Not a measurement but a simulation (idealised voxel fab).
process module | voxel transistor to metal
cross-section cut | 210 nm wide | cells 5 nm
A cross-section is a grid of square cells, given in bands from the top down. A band is one or more rows of cells.
Each band's line starts with the height of the band's top and of its bottom, in nm. Then come its materials from left to right, each with its width in nm. One material with "throughout" fills the band from edge to edge. "air" is empty space.
Height 0 is the level under which the wafer as received is all one material. The lowest band goes on downwards, as in "0 down".
A width such as "30 to 40" changes by the same amount from each row of cells to the next, from the band's top row to its bottom row.
"no change" after a step means that no cell of the cross-section changed.
closed voids: empty space of 8 cells or more with no open way to the top, each as width x height at its distance from the left edge, in nm
after a step's settings: what the simulator itself notes on the step
overlay nm, on a step with a mask: how far to the right of its planned place the mask lay; to the left if negative
plan
1 op RECEIVE | material Si
2 op CONFORMAL_DEP | material SiO2 | thk nm 5
3 op CONFORMAL_DEP | material SiN | thk nm 15
4 op MASKED_ETCH | tone cover | mask id ACTIVE | width nm 100 | etch materials SiN | depth nm 15 | overlay nm 0
5 op MASKED_ETCH | tone cover | mask id ACTIVE | width nm 100 | etch materials SiO2 | depth nm 5 | overlay nm 0
6 op MASKED_ETCH | tone cover | mask id ACTIVE | width nm 100 | etch materials Si | depth nm 25 | overlay nm 0
7 op OXIDIZE | depth nm 5
8 op FILL_DEP | material SiO2 | thk nm 10
9 op CMP | height nm 20
10 op SELECTIVE_ETCH | etch materials SiO2 | depth nm 15
11 op STRIP | etch materials SiN
12 op SELECTIVE_ETCH | etch materials SiO2 | depth nm 5
13 op OXIDIZE | depth nm 5
14 op DIRECTIONAL_DEP | material polySi | thk nm 30
15 op DIRECTIONAL_DEP | material SiCN | thk nm 10
16 op MASKED_ETCH | tone cover | mask id GATE | width nm 20 | etch materials SiCN | depth nm 20 | overlay nm 0
17 op MASKED_ETCH | tone cover | mask id GATE | width nm 20 | etch materials polySi | depth nm 40 | overlay nm 0
18 op CONFORMAL_DEP | material SiO2 | thk nm 5
19 op DIRECTIONAL_ETCH | etch materials SiO2 | depth nm 5
20 op CONFORMAL_DEP | material SiN | thk nm 5
21 op DIRECTIONAL_ETCH | etch materials SiN | depth nm 5
22 op DIRECTIONAL_ETCH | etch materials SiO2 | depth nm 5
23 op DIRECTIONAL_ETCH | etch materials Si | depth nm 15
24 op EPI | material nSi | thk nm 20
25 op FILL_DEP | material SiO2 | thk nm 5
26 op CMP | height nm 40
27 op DIRECTIONAL_DEP | material SiO2 | thk nm 10
28 op DIRECTIONAL_DEP | material aC | thk nm 10
29 op PATTERN | tone open | mask id CONTACT | material resist | width nm 15 | pitch nm 75 | thk nm 25 | overlay nm 0
30 op DIRECTIONAL_ETCH | etch materials aC | depth nm 10
31 op STRIP | etch materials resist
32 op DIRECTIONAL_ETCH | etch materials SiO2 | depth nm 50
33 op STRIP | etch materials aC
34 op CONFORMAL_DEP | material TiN | thk nm 5
35 op FILL_DEP | material Ru | thk nm 5
36 op CMP | height nm 50
37 op CONFORMAL_DEP | material SiCN | thk nm 5
38 op DIRECTIONAL_DEP | material lowk | thk nm 20
39 op MASKED_ETCH | tone open | mask id METAL_1 | width nm 15 | pitch nm 75 | etch materials lowk | depth nm 20 | overlay nm 0
40 op MASKED_ETCH | tone open | mask id METAL_1 | width nm 15 | pitch nm 75 | etch materials SiCN | depth nm 5 | overlay nm 0
41 op CONFORMAL_DEP | material TiN | thk nm 5
42 op FILL_DEP | material Cu | thk nm 5
43 op CMP | height nm 75
44 op CONFORMAL_DEP | material SiCN | thk nm 5
as received, after step 1
  0 down: Si throughout
  closed voids: none
a wafer at the end: this start, this plan, one mistake
  80 to 75: SiCN throughout
  75 to 55: lowk 60 | TiN 5 | Cu 5 | TiN 5 | lowk 60 | TiN 5 | Cu 5 | TiN 5 | lowk 60
  55 to 50: SiCN 60 | TiN 15 | SiCN 60 | TiN 15 | SiCN 60
  50 to 35: SiO2 60 | TiN 5 | Ru 5 | TiN 5 | SiO2 60 | TiN 5 | Ru 5 | TiN 5 | SiO2 60
  35 to 30: SiO2 60 | TiN 5 | Ru 5 | TiN 5 | SiO2 10 | SiN 5 | SiO2 5 | SiCN 20 | SiO2 5 | SiN 5 | SiO2 10 | TiN 5 | Ru 5 | TiN 5 | SiO2 60
  30 to 20: SiO2 60 | TiN 5 | Ru 5 | TiN 5 | SiO2 10 | SiN 5 | SiO2 5 | polySi 20 | SiO2 5 | SiN 5 | SiO2 10 | TiN 5 | Ru 5 | TiN 5 | SiO2 60
  20 to 15: SiO2 60 | TiN 15 | SiO2 10 | SiN 5 | SiO2 5 | polySi 20 | SiO2 5 | SiN 5 | SiO2 10 | TiN 15 | SiO2 60
  15 to 0: SiO2 60 | TiN 5 | nSi 20 | SiN 5 | SiO2 5 | polySi 20 | SiO2 5 | SiN 5 | nSi 20 | TiN 5 | SiO2 60
  0 to -5: SiO2 55 | nSi 30 | SiO2 40 | nSi 30 | SiO2 55
  -5 to -20: SiO2 60 | nSi 25 | Si 40 | nSi 25 | SiO2 60
  -20 to -30: SiO2 60 | Si 90 | SiO2 60
  -30 down: Si throughout
  closed voids: none
what went wrong: step 15 ran as: op DIRECTIONAL_DEP | material SiCN | thk nm 5
